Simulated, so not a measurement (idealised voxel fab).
Process module name: voxel transistor to metal
Shown is cross-section cut, with a width of 165 nm and square cells of size 5 nm.
Reading order for cross-sections: top band down to bottom band. Underlying form: a grid of square cells. Band size: one or more rows of cells.
Look at the band entry: it leads with the top's height and the bottom's height in nm. Then it lists the materials left to right, with a width in nm for each. The word "all across" on a single material says that material fills the band edge to edge. The word "blank" is empty space.
Height reference: 0 = level under which incoming wafer is all one material. Lowest band: no bottom, runs on downward, e.g. "from 0 down".
The two numbers in a width such as "30 to 40" mark its ends across the band: the first belongs to the top row of cells, the second to the bottom row, and from each row to the next the width moves by the same amount.
The designation "same as before", where it is given for a processing step, indicates that no cell of the cross-section was altered in the course of that step.
Enclosed voids (no open way to top), threshold 8 cells or more, entry "Enclosed voids", notation width x height at distance, distance from left edge, nm.
It should be noted that, on the line of a given step, the content following the step's settings is a remark produced by the simulator itself with respect to that step.
Regarding "overlay nm": on a step with a mask, it is the distance the mask lay to the right of its planned place; a negative value places it to the left.

PROCESS STEPS FORESEEN IN THE PLAN
1,RECEIVE | material Si
2,OXIDIZE | depth nm 5
3,CONFORMAL_DEP | material SiN | thk nm 15
4,DIRECTIONAL_DEP | material aC | thk nm 10
5,PATTERN | tone cover | mask id ACTIVE | material resist | width nm 115 | thk nm 30 | overlay nm 0
6,DIRECTIONAL_ETCH | etch materials aC | depth nm 10
7,STRIP | etch materials resist
8,DIRECTIONAL_ETCH | etch materials SiN | depth nm 15
9,DIRECTIONAL_ETCH | etch materials SiO2 | depth nm 5
10,DIRECTIONAL_ETCH | etch materials Si | depth nm 20
11,STRIP | etch materials aC
12,OXIDIZE | depth nm 5
13,FILL_DEP | material SiO2 | thk nm 15
14,CMP | height nm 15
15,SELECTIVE_ETCH | etch materials SiO2 | depth nm 10
16,STRIP | etch materials SiN
17,SELECTIVE_ETCH | etch materials SiO2 | depth nm 5
18,OXIDIZE | depth nm 5
19,DIRECTIONAL_DEP | material polySi | thk nm 20
20,DIRECTIONAL_DEP | material SiCN | thk nm 15
21,MASKED_ETCH | tone cover | mask id GATE | width nm 25 | etch materials SiCN | depth nm 25 | overlay nm 0
22,MASKED_ETCH | tone cover | mask id GATE | width nm 25 | etch materials polySi | depth nm 30 | overlay nm 0
23,CONFORMAL_DEP | material SiO2 | thk nm 5
24,DIRECTIONAL_ETCH | etch materials SiO2 | depth nm 5
25,CONFORMAL_DEP | material SiN | thk nm 5
26,DIRECTIONAL_ETCH | etch materials SiN | depth nm 5
27,DIRECTIONAL_ETCH | etch materials SiO2 | depth nm 5
28,DIRECTIONAL_ETCH | etch materials Si | depth nm 5
29,EPI | material SiGe | thk nm 10
30,FILL_DEP | material SiO2 | thk nm 5
31,CMP | height nm 15
32,STRIP | etch materials polySi
33,SELECTIVE_ETCH | etch materials SiO2 | depth nm 5
34,CONFORMAL_DEP | material HfO2 | thk nm 5
35,CONFORMAL_DEP | material TiN | thk nm 5
36,FILL_DEP | material W | thk nm 5
37,CMP | height nm 10
38,DIRECTIONAL_DEP | material SiO2 | thk nm 15
39,PATTERN | tone open | mask id CONTACT | material resist | width nm 15 | pitch nm 80 | thk nm 15 | overlay nm 0
40,DIRECTIONAL_ETCH | etch materials SiO2 | depth nm 30
41,STRIP | etch materials resist
42,CONFORMAL_DEP | material TiN | thk nm 5
43,FILL_DEP | material Ru | thk nm 5
44,CMP | height nm 25
45,DIRECTIONAL_DEP | material TiN | thk nm 5
46,DIRECTIONAL_DEP | material Ru | thk nm 15
47,MASKED_ETCH | tone cover | mask id METAL_1 | width nm 15 | pitch nm 80 | etch materials Ru | depth nm 15 | overlay nm 0
48,MASKED_ETCH | tone cover | mask id METAL_1 | width nm 15 | pitch nm 80 | etch materials TiN | depth nm 5 | overlay nm 0
49,CONFORMAL_DEP | material SiN | thk nm 5
50,FILL_DEP | material SiO2 | thk nm 5
51,CMP | height nm 45
52,CONFORMAL_DEP | material SiCN | thk nm 5
53,DIRECTIONAL_DEP | material SiO2 | thk nm 35
54,PATTERN | tone open | mask id METAL_2 | material resist | width nm 15 | pitch nm 80 | thk nm 20 | overlay nm 0
55,DIRECTIONAL_ETCH | etch materials SiO2 | depth nm 20
56,STRIP | etch materials resist
57,PATTERN | tone open | mask id METAL_2_HOLES | material resist | width nm 15 | pitch nm 80 | thk nm 15 | overlay nm 0
58,DIRECTIONAL_ETCH | etch materials SiO2 | depth nm 15
59,DIRECTIONAL_ETCH | etch materials SiCN | depth nm 5
60,STRIP | etch materials resist
61,CONFORMAL_DEP | material TiN | thk nm 5
62,FILL_DEP | material Cu | thk nm 5
63,CMP | height nm 85
64,CONFORMAL_DEP | material SiCN | thk nm 5

WAFER AT RECEIPT (POST STEP 1), CROSS-SECTION
* from 0 down = Si all across
* Enclosed voids: none

THE PLAN ABOVE WAS CARRIED OUT ON THE STARTING STRUCTURE ABOVE WITH ONE MISTAKE, AND THIS CROSS-SECTION SHOWS THE WAFER AT THE END OF THE MODULE
* from 90 to 85 = SiCN all across
* from 85 to 50 = SiO2 (35) / TiN (5) / Cu (5) / TiN (5) / SiO2 (65) / TiN (5) / Cu (5) / TiN (5) / SiO2 (35)
* from 50 to 45 = SiCN (35) / TiN (15) / SiCN (65) / TiN (15) / SiCN (35)
* from 45 to 30 = SiO2 (30) / SiN (5) / Ru (15) / SiN (5) / SiO2 (55) / SiN (5) / Ru (15) / SiN (5) / SiO2 (30)
* from 30 to 25 = SiN (35) / TiN (15) / SiN (65) / TiN (15) / SiN (35)
* from 25 to 10 = SiO2 (35) / TiN (5) / Ru (5) / TiN (5) / SiO2 (65) / TiN (5) / Ru (5) / TiN (5) / SiO2 (35)
* from 10 to 0 = SiO2 (35) / TiN (5) / Ru (5) / TiN (5) / SiO2 (10) / SiN (5) / HfO2 (5) / TiN (5) / W (15) / TiN (5) / HfO2 (5) / SiN (5) / SiO2 (10) / TiN (5) / Ru (5) / TiN (5) / SiO2 (35)
* from 0 to -5 = SiO2 (25) / SiN (5) / SiO2 (5) / TiN (15) / SiGe (10) / SiN (5) / HfO2 (5) / TiN (25) / HfO2 (5) / SiN (5) / SiGe (10) / TiN (15) / SiO2 (5) / SiN (5) / SiO2 (25)
* from -5 to -10 = SiO2 (50) / SiGe (10) / SiO2 (5) / HfO2 (35) / SiO2 (5) / SiGe (10) / SiO2 (50)
* from -10 to -15 = SiO2 (50) / SiGe (10) / Si (45) / SiGe (10) / SiO2 (50)
* from -15 to -25 = SiO2 (30) / SiGe (30) / Si (45) / SiGe (30) / SiO2 (30)
* from -25 to -30 = SiO2 (30) / Si (105) / SiO2 (30)
* from -30 down = Si all across
* Enclosed voids: none
What was done differently from what was planned? note that step 28 departed from the planned setting and was carried out as DIRECTIONAL_ETCH | etch materials Si | depth nm 15
